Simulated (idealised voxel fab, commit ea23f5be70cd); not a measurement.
Process module heading - voxel self aligned contacts
Pictured: cross-section cut, 170 nm wide, on a grid of 5 nm square cells.
Heads up, the way a cross-section reads in here is a grid of square cells, handed over as bands from the top down, with every band being one or more rows of cells.
Heights first: top, then bottom, in nm. Then materials, left to right, each with a width in nm. "throughout" on a single material: fills the band edge to edge. "empty": empty space.
Height is counted from the level 0, under which the received wafer is composed throughout of one material. The lowest of the bands is not closed at the bottom but continues downward, in the notation "from 0 down".
When a width is written as two numbers, as in "30 to 40", the first number is the width in the top row of cells of the band and the second is the width in its bottom row, and the width changes by the same amount from each row to the next.
Given "no modifications" for a step, no cell of the cross-section differs between before and after that step.
This entry, "Enclosed void listing", enumerates those empty regions of no fewer than 8 cells that possess no open connection to the top. Each region is reported in the form width x height at distance, the distance being taken from the left edge, with all three quantities expressed in nm.
Where a step's line continues beyond its settings, the continuation is a remark by the simulator itself on that step.
You can add "overlay nm" to a step's line. For a step with a mask, it describes how far the mask lay to the right of its planned position, and a negative number describes a lay to the left.
**Set out below are the planned steps of the process**
1: RECEIVE,material Si
2: CONFORMAL_DEP,material SiO2,thk nm 5
3: DIRECTIONAL_DEP,material polySi,thk nm 30
4: DIRECTIONAL_DEP,material SiN,thk nm 15
5: MASKED_ETCH,tone cover,mask id GATE,width nm 25,pitch nm 50,etch materials SiN,depth nm 15,overlay nm 0
6: MASKED_ETCH,tone cover,mask id GATE,width nm 25,pitch nm 50,etch materials polySi,depth nm 30,overlay nm 0
7: CONFORMAL_DEP,material SiN,thk nm 5
8: DIRECTIONAL_ETCH,etch materials SiN,depth nm 5
9: FILL_DEP,material SiO2,thk nm 15
10: CMP,height nm 60
11: DIRECTIONAL_DEP,material aC,thk nm 10
12: PATTERN,tone open,mask id CONTACT,material resist,width nm 25,pitch nm 50,thk nm 30,overlay nm 0
13: DIRECTIONAL_ETCH,etch materials aC,depth nm 10
14: STRIP,etch materials resist
15: DIRECTIONAL_ETCH,etch materials SiO2,depth nm 60
16: STRIP,etch materials aC
17: CONFORMAL_DEP,material TiN,thk nm 5
18: FILL_DEP,material Ru,thk nm 5
19: CMP,height nm 60
20: CONFORMAL_DEP,material SiCN,thk nm 5
Don't read the plan's width nm for step 12 as applying to every wafer: that's the first wafer's value, and the wafers differ in it, though they all start identical.
**Incoming state of the first of several wafers in cross-section: after step 1**
    from 0 down | Si throughout
    Enclosed void listing: none
**Below is a per-wafer table. In it, each row describes the wafer at the end of the module by giving, for each material, the number of cells gained (+) or lost (-) since the wafer was received, and after that the closed voids of the wafer**
width nm 25 | +26 Ru | +34 SiCN | +99 SiN | +139 SiO2 | +54 TiN | +90 polySi | Enclosed void listing: none
width nm 30 | +28 Ru | +34 SiCN | +99 SiN | +135 SiO2 | +56 TiN | +90 polySi | Enclosed void listing: none
width nm 35 | +30 Ru | +34 SiCN | +99 SiN | +131 SiO2 | +58 TiN | +90 polySi | Enclosed void listing: none
